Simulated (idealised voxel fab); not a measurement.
process module | voxel transistor to metal
cross-section cut | 185 nm wide | cells 5 nm
A cross-section is a grid of square cells, given in bands from the top down. A band is one or more rows of cells.
Each band's line starts with the height of the band's top and of its bottom, in nm. Then come its materials from left to right, each with its width in nm. One material with "throughout" fills the band from edge to edge. "air" is empty space.
Height 0 is the level under which the wafer as received is all one material. The lowest band goes on downwards, as in "0 down".
A width such as "30 to 40" changes by the same amount from each row of cells to the next, from the band's top row to its bottom row.
"no change" after a step means that no cell of the cross-section changed.
closed voids: empty space of 8 cells or more with no open way to the top, each as width x height at its distance from the left edge, in nm
after a step's settings: what the simulator itself notes on the step
overlay nm, on a step with a mask: how far to the right of its planned place the mask lay; to the left if negative
plan
1 op RECEIVE | material Si
2 op CONFORMAL_DEP | material SiO2 | thk nm 5
3 op CONFORMAL_DEP | material SiN | thk nm 10
4 op DIRECTIONAL_DEP | material aC | thk nm 15
5 op PATTERN | tone cover | mask id ACTIVE | material resist | width nm 100 | thk nm 30 | overlay nm 0
6 op DIRECTIONAL_ETCH | etch materials aC | depth nm 15
7 op STRIP | etch materials resist
8 op DIRECTIONAL_ETCH | etch materials SiN | depth nm 10
9 op DIRECTIONAL_ETCH | etch materials SiO2 | depth nm 5
10 op DIRECTIONAL_ETCH | etch materials Si | depth nm 30
11 op STRIP | etch materials aC
12 op FILL_DEP | material SiO2 | thk nm 15
13 op CMP | height nm 15
14 op SELECTIVE_ETCH | etch materials SiO2 | depth nm 10
15 op STRIP | etch materials SiN
16 op SELECTIVE_ETCH | etch materials SiO2 | depth nm 5
17 op OXIDIZE | depth nm 5
18 op DIRECTIONAL_DEP | material polySi | thk nm 25
19 op DIRECTIONAL_DEP | material SiCN | thk nm 10
20 op DIRECTIONAL_DEP | material aC | thk nm 15
21 op PATTERN | tone cover | mask id GATE | material resist | width nm 20 | thk nm 35 | overlay nm 0
22 op DIRECTIONAL_ETCH | etch materials aC | depth nm 15
23 op STRIP | etch materials resist
24 op DIRECTIONAL_ETCH | etch materials SiCN | depth nm 20
25 op DIRECTIONAL_ETCH | etch materials polySi | depth nm 35
26 op STRIP | etch materials aC
27 op CONFORMAL_DEP | material SiN | thk nm 10
28 op DIRECTIONAL_ETCH | etch materials SiN | depth nm 10
29 op DIRECTIONAL_ETCH | etch materials SiO2 | depth nm 5
30 op DIRECTIONAL_ETCH | etch materials Si | depth nm 10
31 op EPI | material SiGe | thk nm 15
32 op FILL_DEP | material SiO2 | thk nm 5
33 op CMP | height nm 35
34 op DIRECTIONAL_DEP | material SiO2 | thk nm 10
35 op PATTERN | tone open | mask id CONTACT | material resist | width nm 30 | pitch nm 60 | thk nm 15 | overlay nm 0
36 op DIRECTIONAL_ETCH | etch materials SiO2 | depth nm 45
37 op STRIP | etch materials resist
38 op CONFORMAL_DEP | material TiN | thk nm 5
39 op FILL_DEP | material W | thk nm 10
40 op CMP | height nm 45
41 op CONFORMAL_DEP | material SiN | thk nm 5
42 op DIRECTIONAL_DEP | material SiO2 | thk nm 20
43 op MASKED_ETCH | tone open | mask id METAL_1 | width nm 15 | pitch nm 75 | etch materials SiO2 | depth nm 20 | overlay nm 0
44 op MASKED_ETCH | tone open | mask id METAL_1 | width nm 15 | pitch nm 75 | etch materials SiN | depth nm 5 | overlay nm 0
45 op CONFORMAL_DEP | material TiN | thk nm 5
46 op FILL_DEP | material Cu | thk nm 10
47 op CMP | height nm 70
48 op CONFORMAL_DEP | material SiCN | thk nm 5
49 op DIRECTIONAL_DEP | material SiO2 | thk nm 25
50 op PATTERN | tone open | mask id METAL_2 | material resist | width nm 15 | pitch nm 75 | thk nm 15 | overlay nm 0
51 op DIRECTIONAL_ETCH | etch materials SiO2 | depth nm 15
52 op STRIP | etch materials resist
53 op DIRECTIONAL_DEP | material aC | thk nm 15
54 op PATTERN | tone open | mask id METAL_2_HOLES | material resist | width nm 15 | pitch nm 75 | thk nm 35 | overlay nm 0
55 op DIRECTIONAL_ETCH | etch materials aC | depth nm 15
56 op STRIP | etch materials resist
57 op DIRECTIONAL_ETCH | etch materials SiO2 | depth nm 10
58 op DIRECTIONAL_ETCH | etch materials SiCN | depth nm 5
59 op STRIP | etch materials aC
60 op CONFORMAL_DEP | material TiN | thk nm 5
61 op FILL_DEP | material Cu | thk nm 10
62 op CMP | height nm 100
63 op CONFORMAL_DEP | material SiN | thk nm 5
as received, after step 1
  0 down: Si throughout
  closed voids: none
a wafer at the end: this start, this plan, one mistake
  105 to 100: SiN throughout
  100 to 90: SiO2 45 | TiN 5 | Cu 5 | TiN 5 | SiO2 60 | TiN 5 | Cu 5 | TiN 5 | SiO2 50
  90 to 85: SiCN 45 | TiN 15 | SiCN 60 | TiN 15 | SiCN 50
  85 to 75: Cu throughout
  75 to 70: TiN 50 | Cu 5 | TiN 70 | Cu 5 | TiN 55
  70 to 50: SiO2 45 | TiN 5 | Cu 5 | TiN 5 | SiO2 60 | TiN 5 | Cu 5 | TiN 5 | SiO2 50
  50 to 45: SiN 45 | TiN 15 | SiN 60 | TiN 15 | SiN 50
  45 to 35: SiO2 45 | TiN 5 | W 20 to 15 | TiN 5 to 10 | SiO2 30 | TiN 5 to 10 | W 20 to 15 | TiN 5 | SiO2 50
  35 to 25: SiO2 45 | TiN 5 | W 15 | TiN 5 | SiN 10 | SiCN 20 | SiN 10 | TiN 5 | W 15 | TiN 5 | SiO2 50
  25 to 15: SiO2 45 | TiN 5 | W 15 | TiN 5 | SiN 10 | polySi 20 | SiN 10 | TiN 5 | W 15 | TiN 5 | SiO2 50
  15 to 10: SiO2 45 | TiN 25 | SiN 10 | polySi 20 | SiN 10 | TiN 25 | SiO2 50
  10 to 0: SiO2 45 | TiN 10 | SiGe 15 | SiN 10 | polySi 20 | SiN 10 | SiGe 15 | TiN 10 | SiO2 50
  0 to -5: SiO2 35 | SiGe 35 | SiO2 40 | SiGe 35 | SiO2 40
  -5 to -15: SiO2 40 | SiGe 30 | Si 40 | SiGe 30 | SiO2 45
  -15 to -30: SiO2 40 | Si 100 | SiO2 45
  -30 down: Si throughout
  closed voids: none
what went wrong: step 47 was left out
